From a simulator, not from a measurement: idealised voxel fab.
Process module name: voxel gate over fins
Square cells of 5 nm make up the cross-section cut, whose width is 235 nm.
This document writes a cross-section as a grid whose cells are square, and gives it as bands, listed from the top down; one or more rows of cells form a band.
Heads up on the band format: heights come first, top then bottom, in nm. After that it's the materials left to right, each with its width in nm. A single material flagged "throughout" fills the whole band edge to edge, and "air" means there's empty space there.
All heights in this document are referenced to 0, defined as the level beneath which the wafer, as received, consists entirely of one material. The lowest band is not bounded below; it extends indefinitely downward and is written in the form "0 -> down".
Quick explanation for "30..40": the width changes in equal steps down the rows of cells, from the first number in the band's top row to the second number in its bottom row.
It should be understood that the words "nothing got changed", when stated for a given step, signify that the cross-section underwent no change in any of its cells during that step.
"Voids, fully enclosed": sealed empty spaces, 8 cells or more, no open way to top, listed width x height at distance, with distance from the left edge and width, height and distance in nm.
Past the settings on a step's line: simulator remark, on that step.
A step's line can hold "overlay nm"; with a mask on that step, the setting says how far right of the planned place the mask lay, while a negative setting says it lay to the left.
Heads up before you read on: it's before/after pairs around one process step each, after side only down to the lowest band that changed, step plus settings under the pair. Pairs can be from different runs of this module, same starting wafer, so only chain a pair onto the one above if its "Pre-processing view" entry says so.

[Pre-processing view]
  0 -> down: Si throughout
  Voids, fully enclosed: none

[Result of Step]
  5 -> 0: SiN throughout
  No changes below 0.
  Voids, fully enclosed: none
Between the cross-sections above, the step performed was CONFORMAL_DEP | material SiN | thk nm 5

Pre-processing view: see preceding pair, after cross-section.

[Result of Step]
  5 -> 0: air 35 / SiN 15 / air 35 / SiN 15 / air 35 / SiN 15 / air 35 / SiN 15 / air 35
  No changes below 0.
  Voids, fully enclosed: none
Between the cross-sections above, the step performed was MASKED_ETCH | tone cover | mask id FINS | width nm 15 | pitch nm 50 | etch materials SiN | depth nm 5 | overlay nm 0

Pre-processing view: see preceding pair, after cross-section.

[Result of Step]
  5 -> 0: air 35 / SiN 15 / air 35 / SiN 15 / air 35 / SiN 15 / air 35 / SiN 15 / air 35
  0 -> -35: air 35 / Si 15 / air 35 / Si 15 / air 35 / Si 15 / air 35 / Si 15 / air 35
  No changes below -35.
  Voids, fully enclosed: none
Between the cross-sections above, the step performed was MASKED_ETCH | tone cover | mask id FINS | width nm 15 | pitch nm 50 | etch materials Si | depth nm 35 | overlay nm 0

Pre-processing view: see preceding pair, after cross-section.

[Result of Step]
  15 -> 5: SiO2 throughout
  5 -> 0: SiO2 35 / SiN 15 / SiO2 35 / SiN 15 / SiO2 35 / SiN 15 / SiO2 35 / SiN 15 / SiO2 35
  0 -> -35: SiO2 35 / Si 15 / SiO2 35 / Si 15 / SiO2 35 / Si 15 / SiO2 35 / Si 15 / SiO2 35
  No changes below -35.
  Voids, fully enclosed: none
Between the cross-sections above, the step performed was FILL_DEP | material SiO2 | thk nm 10

Pre-processing view: see preceding pair, after cross-section.

[Result of Step]
  5 -> 0: SiO2 35 / SiN 15 / SiO2 35 / SiN 15 / SiO2 35 / SiN 15 / SiO2 35 / SiN 15 / SiO2 35
  No changes below 0.
  Voids, fully enclosed: none
Between the cross-sections above, the step performed was CMP | height nm 5

Pre-processing view: see preceding pair, after cross-section.

[Result of Step]
  15 -> 5: aC throughout
  No changes below 5.
  Voids, fully enclosed: none
Between the cross-sections above, the step performed was DIRECTIONAL_DEP | material aC | thk nm 10

Pre-processing view: see preceding pair, after cross-section.

[Result of Step]
  45 -> 15: resist 60 / air 15 / resist 160
  No changes below 15.
  Voids, fully enclosed: none
Between the cross-sections above, the step performed was PATTERN | tone open | mask id RAIL | material resist | width nm 15 | thk nm 30 | overlay nm 0

Pre-processing view: see preceding pair, after cross-section.

[Result of Step]
  35 -> 15: resist 60 / air 15 / resist 160
  15 -> 5: aC 60 / air 15 / aC 160
  No changes below 5.
  Voids, fully enclosed: none
Between the cross-sections above, the step performed was DIRECTIONAL_ETCH | etch materials aC | depth nm 10

Pre-processing view: see preceding pair, after cross-section.

[Result of Step]
  15 -> 5: aC 60 / air 15 / aC 160
  No changes below 5.
  Voids, fully enclosed: none
Between the cross-sections above, the step performed was STRIP | etch materials resist

Pre-processing view: see preceding pair, after cross-section.

[Result of Step]
  15 -> 5: aC 60 / air 15 / aC 160
  5 -> 0: SiO2 35 / SiN 15 / SiO2 10 / air 15 / SiO2 10 / SiN 15 / SiO2 35 / SiN 15 / SiO2 35 / SiN 15 / SiO2 35
  0 -> -30: SiO2 35 / Si 15 / SiO2 10 / air 15 / SiO2 10 / Si 15 / SiO2 35 / Si 15 / SiO2 35 / Si 15 / SiO2 35
  No changes below -30.
  Voids, fully enclosed: none
Between the cross-sections above, the step performed was DIRECTIONAL_ETCH | etch materials SiO2 | depth nm 35

Pre-processing view: see preceding pair, after cross-section.

[Result of Step]
  5 -> 0: SiO2 35 / SiN 15 / SiO2 10 / air 15 / SiO2 10 / SiN 15 / SiO2 35 / SiN 15 / SiO2 35 / SiN 15 / SiO2 35
  No changes below 0.
  Voids, fully enclosed: none
Between the cross-sections above, the step performed was STRIP | etch materials aC

Pre-processing view: see preceding pair, after cross-section.

[Result of Step]
  10 -> 5: TiN 65 / air 5 / TiN 165
  5 -> 0: SiO2 35 / SiN 15 / SiO2 10 / TiN 5 / air 5 / TiN 5 / SiO2 10 / SiN 15 / SiO2 35 / SiN 15 / SiO2 35 / SiN 15 / SiO2 35
  0 -> -25: SiO2 35 / Si 15 / SiO2 10 / TiN 5 / air 5 / TiN 5 / SiO2 10 / Si 15 / SiO2 35 / Si 15 / SiO2 35 / Si 15 / SiO2 35
  -25 -> -30: SiO2 35 / Si 15 / SiO2 10 / TiN 15 / SiO2 10 / Si 15 / SiO2 35 / Si 15 / SiO2 35 / Si 15 / SiO2 35
  No changes below -30.
  Voids, fully enclosed: none
Between the cross-sections above, the step performed was CONFORMAL_DEP | material TiN | thk nm 5

Pre-processing view: see preceding pair, after cross-section.

[Result of Step]
  20 -> 10: W throughout
  10 -> 5: TiN 65 / W 5 / TiN 165
  5 -> 0: SiO2 35 / SiN 15 / SiO2 10 / TiN 5 / W 5 / TiN 5 / SiO2 10 / SiN 15 / SiO2 35 / SiN 15 / SiO2 35 / SiN 15 / SiO2 35
  0 -> -25: SiO2 35 / Si 15 / SiO2 10 / TiN 5 / W 5 / TiN 5 / SiO2 10 / Si 15 / SiO2 35 / Si 15 / SiO2 35 / Si 15 / SiO2 35
  No changes below -25.
  Voids, fully enclosed: none
Between the cross-sections above, the step performed was FILL_DEP | material W | thk nm 10

Pre-processing view: see preceding pair, after cross-section.

[Result of Step]
  5 -> 0: SiO2 35 / SiN 15 / SiO2 10 / TiN 5 / W 5 / TiN 5 / SiO2 10 / SiN 15 / SiO2 35 / SiN 15 / SiO2 35 / SiN 15 / SiO2 35
  No changes below 0.
  Voids, fully enclosed: none
Between the cross-sections above, the step performed was CMP | height nm 5

Pre-processing view: see preceding pair, after cross-section.

[Result of Step]
  5 -> 0: SiO2 35 / SiN 15 / SiO2 10 / air 15 / SiO2 10 / SiN 15 / SiO2 35 / SiN 15 / SiO2 35 / SiN 15 / SiO2 35
  0 -> -15: SiO2 35 / Si 15 / SiO2 10 / air 15 / SiO2 10 / Si 15 / SiO2 35 / Si 15 / SiO2 35 / Si 15 / SiO2 35
  No changes below -15.
  Voids, fully enclosed: none
Between the cross-sections above, the step performed was SELECTIVE_ETCH | etch materials W Ru TiN | depth nm 20

Pre-processing view: see preceding pair, after cross-section.

[Result of Step]
  10 -> 5: SiO2 throughout
  5 -> 0: SiO2 35 / SiN 15 / SiO2 35 / SiN 15 / SiO2 35 / SiN 15 / SiO2 35 / SiN 15 / SiO2 35
  0 -> -15: SiO2 35 / Si 15 / SiO2 35 / Si 15 / SiO2 35 / Si 15 / SiO2 35 / Si 15 / SiO2 35
  No changes below -15.
  Voids, fully enclosed: none
Between the cross-sections above, the step performed was FILL_DEP | material SiO2 | thk nm 5

Pre-processing view: see preceding pair, after cross-section.

[Result of Step]
  5 -> 0: SiO2 35 / SiN 15 / SiO2 35 / SiN 15 / SiO2 35 / SiN 15 / SiO2 35 / SiN 15 / SiO2 35
  No changes below 0.
  Voids, fully enclosed: none
Between the cross-sections above, the step performed was CMP | height nm 5

Pre-processing view: see preceding pair, after cross-section.

[Result of Step]
  5 -> 0: air 35 / SiN 15 / air 35 / SiN 15 / air 35 / SiN 15 / air 35 / SiN 15 / air 35
  0 -> -10: air 35 / Si 15 / air 35 / Si 15 / air 35 / Si 15 / air 35 / Si 15 / air 35
  No changes below -10.
  Voids, fully enclosed: none
Between the cross-sections above, the step performed was SELECTIVE_ETCH | etch materials SiO2 | depth nm 15

Pre-processing view: see preceding pair, after cross-section.

[Result of Step]
  0 -> -10: air 35 / Si 15 / air 35 / Si 15 / air 35 / Si 15 / air 35 / Si 15 / air 35
  No changes below -10.
  Voids, fully enclosed: none
Between the cross-sections above, the step performed was STRIP | etch materials SiN

Pre-processing view: see preceding pair, after cross-section.

[Result of Step]
  5 -> 0: air 30 / HfO2 25 / air 25 / HfO2 25 / air 25 / HfO2 25 / air 25 / HfO2 25 / air 30
  0 -> -5: air 30 / HfO2 5 / Si 15 / HfO2 5 / air 25 / HfO2 5 / Si 15 / HfO2 5 / air 25 / HfO2 5 / Si 15 / HfO2 5 / air 25 / HfO2 5 / Si 15 / HfO2 5 / air 30
  -5 -> -10: HfO2 35 / Si 15 / HfO2 35 / Si 15 / HfO2 35 / Si 15 / HfO2 35 / Si 15 / HfO2 35
  No changes below -10.
  Voids, fully enclosed: none
Between the cross-sections above, the step performed was CONFORMAL_DEP | material HfO2 | thk nm 5

Pre-processing view: see preceding pair, after cross-section.

[Result of Step]
  10 -> 5: air 25 / TiN 35 / air 15 / TiN 35 / air 15 / TiN 35 / air 15 / TiN 35 / air 25
  5 -> 0: air 25 / TiN 5 / HfO2 25 / TiN 5 / air 15 / TiN 5 / HfO2 25 / TiN 5 / air 15 / TiN 5 / HfO2 25 / TiN 5 / air 15 / TiN 5 / HfO2 25 / TiN 5 / air 25
  0 -> -5: TiN 30 / HfO2 5 / Si 15 / HfO2 5 / TiN 25 / HfO2 5 / Si 15 / HfO2 5 / TiN 25 / HfO2 5 / Si 15 / HfO2 5 / TiN 25 / HfO2 5 / Si 15 / HfO2 5 / TiN 30
  No changes below -5.
  Voids, fully enclosed: none
Between the cross-sections above, the step performed was CONFORMAL_DEP | material TiN | thk nm 5

Pre-processing view: see preceding pair, after cross-section.

[Result of Step]
  15 -> 10: air 20 / TiAl 45 / air 5 / TiAl 45 / air 5 / TiAl 45 / air 5 / TiAl 45 / air 20
  10 -> 5: air 20 / TiAl 5 / TiN 35 / TiAl 5 / air 5 / TiAl 5 / TiN 35 / TiAl 5 / air 5 / TiAl 5 / TiN 35 / TiAl 5 / air 5 / TiAl 5 / TiN 35 / TiAl 5 / air 20
  5 -> 0: TiAl 25 / TiN 5 / HfO2 25 / TiN 5 / TiAl 15 / TiN 5 / HfO2 25 / TiN 5 / TiAl 15 / TiN 5 / HfO2 25 / TiN 5 / TiAl 15 / TiN 5 / HfO2 25 / TiN 5 / TiAl 25
  No changes below 0.
  Voids, fully enclosed: none
Between the cross-sections above, the step performed was CONFORMAL_DEP | material TiAl | thk nm 5

Pre-processing view: see preceding pair, after cross-section.

[Result of Step]
  20 -> 15: air 15 / TiN 205 / air 15
  15 -> 10: air 15 / TiN 5 / TiAl 45 / TiN 5 / TiAl 45 / TiN 5 / TiAl 45 / TiN 5 / TiAl 45 / TiN 5 / air 15
  10 -> 5: TiN 20 / TiAl 5 / TiN 35 / TiAl 5 / TiN 5 / TiAl 5 / TiN 35 / TiAl 5 / TiN 5 / TiAl 5 / TiN 35 / TiAl 5 / TiN 5 / TiAl 5 / TiN 35 / TiAl 5 / TiN 20
  No changes below 5.
  Voids, fully enclosed: none
Between the cross-sections above, the step performed was CONFORMAL_DEP | material TiN | thk nm 5

Pre-processing view: see preceding pair, after cross-section.

[Result of Step]
  35 -> 20: W throughout
  20 -> 15: W 15 / TiN 205 / W 15
  15 -> 10: W 15 / TiN 5 / TiAl 45 / TiN 5 / TiAl 45 / TiN 5 / TiAl 45 / TiN 5 / TiAl 45 / TiN 5 / W 15
  No changes below 10.
  Voids, fully enclosed: none
Between the cross-sections above, the step performed was FILL_DEP | material W | thk nm 15

Pre-processing view: see preceding pair, after cross-section.

[Result of Step]
  30 -> 20: W throughout
  No changes below 20.
  Voids, fully enclosed: none
Between the cross-sections above, the step performed was CMP | height nm 30

Pre-processing view: see preceding pair, after cross-section.

[Result of Step]
  40 -> 30: SiCN throughout
  No changes below 30.
  Voids, fully enclosed: none
Between the cross-sections above, the step performed was CONFORMAL_DEP | material SiCN | thk nm 10

[Pre-processing view]
  10 -> 5: air 25 / TiN 35 / air 15 / TiN 35 / air 15 / TiN 35 / air 15 / TiN 35 / air 25
  5 -> 0: air 25 / TiN 5 / HfO2 25 / TiN 5 / air 15 / TiN 5 / HfO2 25 / TiN 5 / air 15 / TiN 5 / HfO2 25 / TiN 5 / air 15 / TiN 5 / HfO2 25 / TiN 5 / air 25
  0 -> -5: TiN 30 / HfO2 5 / Si 15 / HfO2 5 / TiN 25 / HfO2 5 / Si 15 / HfO2 5 / TiN 25 / HfO2 5 / Si 15 / HfO2 5 / TiN 25 / HfO2 5 / Si 15 / HfO2 5 / TiN 30
  -5 -> -10: HfO2 35 / Si 15 / HfO2 35 / Si 15 / HfO2 35 / Si 15 / HfO2 35 / Si 15 / HfO2 35
  -10 -> -15: SiO2 35 / Si 15 / SiO2 35 / Si 15 / SiO2 35 / Si 15 / SiO2 35 / Si 15 / SiO2 35
  -15 -> -25: SiO2 35 / Si 15 / SiO2 10 / TiN 5 / W 5 / TiN 5 / SiO2 10 / Si 15 / SiO2 35 / Si 15 / SiO2 35 / Si 15 / SiO2 35
  -25 -> -30: SiO2 35 / Si 15 / SiO2 10 / TiN 15 / SiO2 10 / Si 15 / SiO2 35 / Si 15 / SiO2 35 / Si 15 / SiO2 35
  -30 -> -35: SiO2 35 / Si 15 / SiO2 35 / Si 15 / SiO2 35 / Si 15 / SiO2 35 / Si 15 / SiO2 35
  -35 -> down: Si throughout
  Voids, fully enclosed: none

[Result of Step]
  15 -> 5: air 20 / TiN 45 / air 5 / TiN 45 / air 5 / TiN 45 / air 5 / TiN 45 / air 20
  5 -> 0: TiN 30 / HfO2 25 / TiN 25 / HfO2 25 / TiN 25 / HfO2 25 / TiN 25 / HfO2 25 / TiN 30
  No changes below 0.
  Voids, fully enclosed: none
Between the cross-sections above, the step performed was CONFORMAL_DEP | material TiN | thk nm 5

Pre-processing view: see preceding pair, after cross-section.

[Result of Step]
  30 -> 15: W throughout
  15 -> 5: W 20 / TiN 45 / W 5 / TiN 45 / W 5 / TiN 45 / W 5 / TiN 45 / W 20
  No changes below 5.
  Voids, fully enclosed: none
Between the cross-sections above, the step performed was FILL_DEP | material W | thk nm 15

Pre-processing view: see preceding pair, after cross-section.

[Result of Step]
  40 -> 30: SiCN throughout
  No changes below 30.
  Voids, fully enclosed: none
Between the cross-sections above, the step performed was CONFORMAL_DEP | material SiCN | thk nm 10

[Pre-processing view]
  5 -> 0: air 35 / SiN 15 / air 35 / SiN 15 / air 35 / SiN 15 / air 35 / SiN 15 / air 35
  0 -> -10: air 35 / Si 15 / air 35 / Si 15 / air 35 / Si 15 / air 35 / Si 15 / air 35
  -10 -> -15: SiO2 35 / Si 15 / SiO2 35 / Si 15 / SiO2 35 / Si 15 / SiO2 35 / Si 15 / SiO2 35
  -15 -> -25: SiO2 35 / Si 15 / SiO2 10 / TiN 5 / W 5 / TiN 5 / SiO2 10 / Si 15 / SiO2 35 / Si 15 / SiO2 35 / Si 15 / SiO2 35
  -25 -> -30: SiO2 35 / Si 15 / SiO2 10 / TiN 15 / SiO2 10 / Si 15 / SiO2 35 / Si 15 / SiO2 35 / Si 15 / SiO2 35
  -30 -> -35: SiO2 35 / Si 15 / SiO2 35 / Si 15 / SiO2 35 / Si 15 / SiO2 35 / Si 15 / SiO2 35
  -35 -> down: Si throughout
  Voids, fully enclosed: none

[Result of Step]
  5 -> 0: air 35 / SiN 15 / air 35 / SiN 15 / air 35 / SiN 15 / air 35 / SiN 15 / air 35
  0 -> -15: air 35 / Si 15 / air 35 / Si 15 / air 35 / Si 15 / air 35 / Si 15 / air 35
  -15 -> -25: air 35 / Si 15 / air 10 / TiN 5 / W 5 / TiN 5 / air 10 / Si 15 / air 35 / Si 15 / air 35 / Si 15 / air 35
  No changes below -25.
  Voids, fully enclosed: none
Between the cross-sections above, the step performed was SELECTIVE_ETCH | etch materials SiO2 | depth nm 15

Pre-processing view: see preceding pair, after cross-section.

[Result of Step]
  0 -> -15: air 35 / Si 15 / air 35 / Si 15 / air 35 / Si 15 / air 35 / Si 15 / air 35
  No changes below -15.
  Voids, fully enclosed: none
Between the cross-sections above, the step performed was STRIP | etch materials SiN

Pre-processing view: see preceding pair, after cross-section.

[Result of Step]
  5 -> 0: air 30 / HfO2 25 / air 25 / HfO2 25 / air 25 / HfO2 25 / air 25 / HfO2 25 / air 30
  0 -> -10: air 30 / HfO2 5 / Si 15 / HfO2 5 / air 25 / HfO2 5 / Si 15 / HfO2 5 / air 25 / HfO2 5 / Si 15 / HfO2 5 / air 25 / HfO2 5 / Si 15 / HfO2 5 / air 30
  -10 -> -15: air 30 / HfO2 5 / Si 15 / HfO2 35 / Si 15 / HfO2 5 / air 25 / HfO2 5 / Si 15 / HfO2 5 / air 25 / HfO2 5 / Si 15 / HfO2 5 / air 30
  -15 -> -20: air 30 / HfO2 5 / Si 15 / HfO2 10 / TiN 5 / W 5 / TiN 5 / HfO2 10 / Si 15 / HfO2 5 / air 25 / HfO2 5 / Si 15 / HfO2 5 / air 25 / HfO2 5 / Si 15 / HfO2 5 / air 30
  -20 -> -25: HfO2 35 / Si 15 / HfO2 10 / TiN 5 / W 5 / TiN 5 / HfO2 10 / Si 15 / HfO2 35 / Si 15 / HfO2 35 / Si 15 / HfO2 35
  No changes below -25.
  Voids, fully enclosed: none
Between the cross-sections above, the step performed was CONFORMAL_DEP | material HfO2 | thk nm 5

Pre-processing view: see preceding pair, after cross-section.

[Result of Step]
  10 -> 5: air 25 / TiN 35 / air 15 / TiN 35 / air 15 / TiN 35 / air 15 / TiN 35 / air 25
  5 -> 0: air 25 / TiN 5 / HfO2 25 / TiN 5 / air 15 / TiN 5 / HfO2 25 / TiN 5 / air 15 / TiN 5 / HfO2 25 / TiN 5 / air 15 / TiN 5 / HfO2 25 / TiN 5 / air 25
  0 -> -5: air 25 / TiN 5 / HfO2 5 / Si 15 / HfO2 5 / TiN 5 / air 15 / TiN 5 / HfO2 5 / Si 15 / HfO2 5 / TiN 5 / air 15 / TiN 5 / HfO2 5 / Si 15 / HfO2 5 / TiN 5 / air 15 / TiN 5 / HfO2 5 / Si 15 / HfO2 5 / TiN 5 / air 25
  -5 -> -10: air 25 / TiN 5 / HfO2 5 / Si 15 / HfO2 5 / TiN 25 / HfO2 5 / Si 15 / HfO2 5 / TiN 5 / air 15 / TiN 5 / HfO2 5 / Si 15 / HfO2 5 / TiN 5 / air 15 / TiN 5 / HfO2 5 / Si 15 / HfO2 5 / TiN 5 / air 25
  -10 -> -15: air 25 / TiN 5 / HfO2 5 / Si 15 / HfO2 35 / Si 15 / HfO2 5 / TiN 5 / air 15 / TiN 5 / HfO2 5 / Si 15 / HfO2 5 / TiN 5 / air 15 / TiN 5 / HfO2 5 / Si 15 / HfO2 5 / TiN 5 / air 25
  -15 -> -20: TiN 30 / HfO2 5 / Si 15 / HfO2 10 / TiN 5 / W 5 / TiN 5 / HfO2 10 / Si 15 / HfO2 5 / TiN 25 / HfO2 5 / Si 15 / HfO2 5 / TiN 25 / HfO2 5 / Si 15 / HfO2 5 / TiN 30
  No changes below -20.
  Voids, fully enclosed: none
Between the cross-sections above, the step performed was CONFORMAL_DEP | material TiN | thk nm 5

Pre-processing view: see preceding pair, after cross-section.

[Result of Step]
  15 -> 10: air 20 / TiAl 45 / air 5 / TiAl 45 / air 5 / TiAl 45 / air 5 / TiAl 45 / air 20
  10 -> 5: air 20 / TiAl 5 / TiN 35 / TiAl 5 / air 5 / TiAl 5 / TiN 35 / TiAl 5 / air 5 / TiAl 5 / TiN 35 / TiAl 5 / air 5 / TiAl 5 / TiN 35 / TiAl 5 / air 20
  5 -> 0: air 20 / TiAl 5 / TiN 5 / HfO2 25 / TiN 5 / TiAl 5 / air 5 / TiAl 5 / TiN 5 / HfO2 25 / TiN 5 / TiAl 5 / air 5 / TiAl 5 / TiN 5 / HfO2 25 / TiN 5 / TiAl 5 / air 5 / TiAl 5 / TiN 5 / HfO2 25 / TiN 5 / TiAl 5 / air 20
  0 -> -5: air 20 / TiAl 5 / TiN 5 / HfO2 5 / Si 15 / HfO2 5 / TiN 5 / TiAl 15 / TiN 5 / HfO2 5 / Si 15 / HfO2 5 / TiN 5 / TiAl 5 / air 5 / TiAl 5 / TiN 5 / HfO2 5 / Si 15 / HfO2 5 / TiN 5 / TiAl 5 / air 5 / TiAl 5 / TiN 5 / HfO2 5 / Si 15 / HfO2 5 / TiN 5 / TiAl 5 / air 20
  -5 -> -10: air 20 / TiAl 5 / TiN 5 / HfO2 5 / Si 15 / HfO2 5 / TiN 25 / HfO2 5 / Si 15 / HfO2 5 / TiN 5 / TiAl 5 / air 5 / TiAl 5 / TiN 5 / HfO2 5 / Si 15 / HfO2 5 / TiN 5 / TiAl 5 / air 5 / TiAl 5 / TiN 5 / HfO2 5 / Si 15 / HfO2 5 / TiN 5 / TiAl 5 / air 20
  -10 -> -15: TiAl 25 / TiN 5 / HfO2 5 / Si 15 / HfO2 35 / Si 15 / HfO2 5 / TiN 5 / TiAl 15 / TiN 5 / HfO2 5 / Si 15 / HfO2 5 / TiN 5 / TiAl 15 / TiN 5 / HfO2 5 / Si 15 / HfO2 5 / TiN 5 / TiAl 25
  No changes below -15.
  Voids, fully enclosed: none
Between the cross-sections above, the step performed was CONFORMAL_DEP | material TiAl | thk nm 5

Pre-processing view: see preceding pair, after cross-section.

[Result of Step]
  20 -> 15: air 15 / TiN 205 / air 15
  15 -> 10: air 15 / TiN 5 / TiAl 45 / TiN 5 / TiAl 45 / TiN 5 / TiAl 45 / TiN 5 / TiAl 45 / TiN 5 / air 15
  10 -> 5: air 15 / TiN 5 / TiAl 5 / TiN 35 / TiAl 5 / TiN 5 / TiAl 5 / TiN 35 / TiAl 5 / TiN 5 / TiAl 5 / TiN 35 / TiAl 5 / TiN 5 / TiAl 5 / TiN 35 / TiAl 5 / TiN 5 / air 15
  5 -> 0: air 15 / TiN 5 / TiAl 5 / TiN 5 / HfO2 25 / TiN 5 / TiAl 5 / TiN 5 / TiAl 5 / TiN 5 / HfO2 25 / TiN 5 / TiAl 5 / TiN 5 / TiAl 5 / TiN 5 / HfO2 25 / TiN 5 / TiAl 5 / TiN 5 / TiAl 5 / TiN 5 / HfO2 25 / TiN 5 / TiAl 5 / TiN 5 / air 15
  0 -> -5: air 15 / TiN 5 / TiAl 5 / TiN 5 / HfO2 5 / Si 15 / HfO2 5 / TiN 5 / TiAl 15 / TiN 5 / HfO2 5 / Si 15 / HfO2 5 / TiN 5 / TiAl 5 / TiN 5 / TiAl 5 / TiN 5 / HfO2 5 / Si 15 / HfO2 5 / TiN 5 / TiAl 5 / TiN 5 / TiAl 5 / TiN 5 / HfO2 5 / Si 15 / HfO2 5 / TiN 5 / TiAl 5 / TiN 5 / air 15
  -5 -> -10: TiN 20 / TiAl 5 / TiN 5 / HfO2 5 / Si 15 / HfO2 5 / TiN 25 / HfO2 5 / Si 15 / HfO2 5 / TiN 5 / TiAl 5 / TiN 5 / TiAl 5 / TiN 5 / HfO2 5 / Si 15 / HfO2 5 / TiN 5 / TiAl 5 / TiN 5 / TiAl 5 / TiN 5 / HfO2 5 / Si 15 / HfO2 5 / TiN 5 / TiAl 5 / TiN 20
  No changes below -10.
  Voids, fully enclosed: none
Between the cross-sections above, the step performed was CONFORMAL_DEP | material TiN | thk nm 5

Pre-processing view: see preceding pair, after cross-section.

[Result of Step]
  35 -> 20: W throughout
  20 -> 15: W 15 / TiN 205 / W 15
  15 -> 10: W 15 / TiN 5 / TiAl 45 / TiN 5 / TiAl 45 / TiN 5 / TiAl 45 / TiN 5 / TiAl 45 / TiN 5 / W 15
  10 -> 5: W 15 / TiN 5 / TiAl 5 / TiN 35 / TiAl 5 / TiN 5 / TiAl 5 / TiN 35 / TiAl 5 / TiN 5 / TiAl 5 / TiN 35 / TiAl 5 / TiN 5 / TiAl 5 / TiN 35 / TiAl 5 / TiN 5 / W 15
  5 -> 0: W 15 / TiN 5 / TiAl 5 / TiN 5 / HfO2 25 / TiN 5 / TiAl 5 / TiN 5 / TiAl 5 / TiN 5 / HfO2 25 / TiN 5 / TiAl 5 / TiN 5 / TiAl 5 / TiN 5 / HfO2 25 / TiN 5 / TiAl 5 / TiN 5 / TiAl 5 / TiN 5 / HfO2 25 / TiN 5 / TiAl 5 / TiN 5 / W 15
  0 -> -5: W 15 / TiN 5 / TiAl 5 / TiN 5 / HfO2 5 / Si 15 / HfO2 5 / TiN 5 / TiAl 15 / TiN 5 / HfO2 5 / Si 15 / HfO2 5 / TiN 5 / TiAl 5 / TiN 5 / TiAl 5 / TiN 5 / HfO2 5 / Si 15 / HfO2 5 / TiN 5 / TiAl 5 / TiN 5 / TiAl 5 / TiN 5 / HfO2 5 / Si 15 / HfO2 5 / TiN 5 / TiAl 5 / TiN 5 / W 15
  No changes below -5.
  Voids, fully enclosed: none
Between the cross-sections above, the step performed was FILL_DEP | material W | thk nm 15

Pre-processing view: see preceding pair, after cross-section.

[Result of Step]
  30 -> 20: W throughout
  No changes below 20.
  Voids, fully enclosed: none
Between the cross-sections above, the step performed was CMP | height nm 30

Pre-processing view: see preceding pair, after cross-section.

[Result of Step]
  40 -> 30: SiCN throughout
  No changes below 30.
  Voids, fully enclosed: none
Between the cross-sections above, the step performed was CONFORMAL_DEP | material SiCN | thk nm 10

[Pre-processing view]
  5 -> 0: SiO2 35 / SiN 15 / SiO2 35 / SiN 15 / SiO2 35 / SiN 15 / SiO2 35 / SiN 15 / SiO2 35
  0 -> -15: SiO2 35 / Si 15 / SiO2 35 / Si 15 / SiO2 35 / Si 15 / SiO2 35 / Si 15 / SiO2 35
  -15 -> -25: SiO2 35 / Si 15 / SiO2 10 / TiN 5 / W 5 / TiN 5 / SiO2 10 / Si 15 / SiO2 35 / Si 15 / SiO2 35 / Si 15 / SiO2 35
  -25 -> -30: SiO2 35 / Si 15 / SiO2 10 / TiN 15 / SiO2 10 / Si 15 / SiO2 35 / Si 15 / SiO2 35 / Si 15 / SiO2 35
  -30 -> -35: SiO2 35 / Si 15 / SiO2 35 / Si 15 / SiO2 35 / Si 15 / SiO2 35 / Si 15 / SiO2 35
  -35 -> down: Si throughout
  Voids, fully enclosed: none

[Result of Step]
  5 -> 0: SiO2 35 / air 15 / SiO2 35 / air 15 / SiO2 35 / air 15 / SiO2 35 / air 15 / SiO2 35
  No changes below 0.
  Voids, fully enclosed: none
Between the cross-sections above, the step performed was STRIP | etch materials SiN

Pre-processing view: see preceding pair, after cross-section.

[Result of Step]
  0 -> -10: air 35 / Si 15 / air 35 / Si 15 / air 35 / Si 15 / air 35 / Si 15 / air 35
  -10 -> -15: SiO2 20 / air 15 / Si 15 / air 15 / SiO2 5 / air 15 / Si 15 / air 15 / SiO2 5 / air 15 / Si 15 / air 15 / SiO2 5 / air 15 / Si 15 / air 15 / SiO2 20
  No changes below -15.
  Voids, fully enclosed: none
Between the cross-sections above, the step performed was SELECTIVE_ETCH | etch materials SiO2 | depth nm 15

Pre-processing view: see preceding pair, after cross-section.

[Result of Step]
  5 -> 0: air 30 / HfO2 25 / air 25 / HfO2 25 / air 25 / HfO2 25 / air 25 / HfO2 25 / air 30
  0 -> -5: air 30 / HfO2 5 / Si 15 / HfO2 5 / air 25 / HfO2 5 / Si 15 / HfO2 5 / air 25 / HfO2 5 / Si 15 / HfO2 5 / air 25 / HfO2 5 / Si 15 / HfO2 5 / air 30
  -5 -> -10: HfO2 25 / air 5 / HfO2 5 / Si 15 / HfO2 5 / air 5 / HfO2 15 / air 5 / HfO2 5 / Si 15 / HfO2 5 / air 5 / HfO2 15 / air 5 / HfO2 5 / Si 15 / HfO2 5 / air 5 / HfO2 15 / air 5 / HfO2 5 / Si 15 / HfO2 5 / air 5 / HfO2 25
  -10 -> -15: SiO2 20 / HfO2 15 / Si 15 / HfO2 15 / SiO2 5 / HfO2 15 / Si 15 / HfO2 15 / SiO2 5 / HfO2 15 / Si 15 / HfO2 15 / SiO2 5 / HfO2 15 / Si 15 / HfO2 15 / SiO2 20
  No changes below -15.
  Voids, fully enclosed: none
Between the cross-sections above, the step performed was CONFORMAL_DEP | material HfO2 | thk nm 5

Pre-processing view: see preceding pair, after cross-section.

[Result of Step]
  10 -> 5: air 25 / TiN 35 / air 15 / TiN 35 / air 15 / TiN 35 / air 15 / TiN 35 / air 25
  5 -> 0: air 25 / TiN 5 / HfO2 25 / TiN 5 / air 15 / TiN 5 / HfO2 25 / TiN 5 / air 15 / TiN 5 / HfO2 25 / TiN 5 / air 15 / TiN 5 / HfO2 25 / TiN 5 / air 25
  0 -> -5: TiN 30 / HfO2 5 / Si 15 / HfO2 5 / TiN 25 / HfO2 5 / Si 15 / HfO2 5 / TiN 25 / HfO2 5 / Si 15 / HfO2 5 / TiN 25 / HfO2 5 / Si 15 / HfO2 5 / TiN 30
  -5 -> -10: HfO2 25 / TiN 5 / HfO2 5 / Si 15 / HfO2 5 / TiN 5 / HfO2 15 / TiN 5 / HfO2 5 / Si 15 / HfO2 5 / TiN 5 / HfO2 15 / TiN 5 / HfO2 5 / Si 15 / HfO2 5 / TiN 5 / HfO2 15 / TiN 5 / HfO2 5 / Si 15 / HfO2 5 / TiN 5 / HfO2 25
  No changes below -10.
  Voids, fully enclosed: none
Between the cross-sections above, the step performed was CONFORMAL_DEP | material TiN | thk nm 5
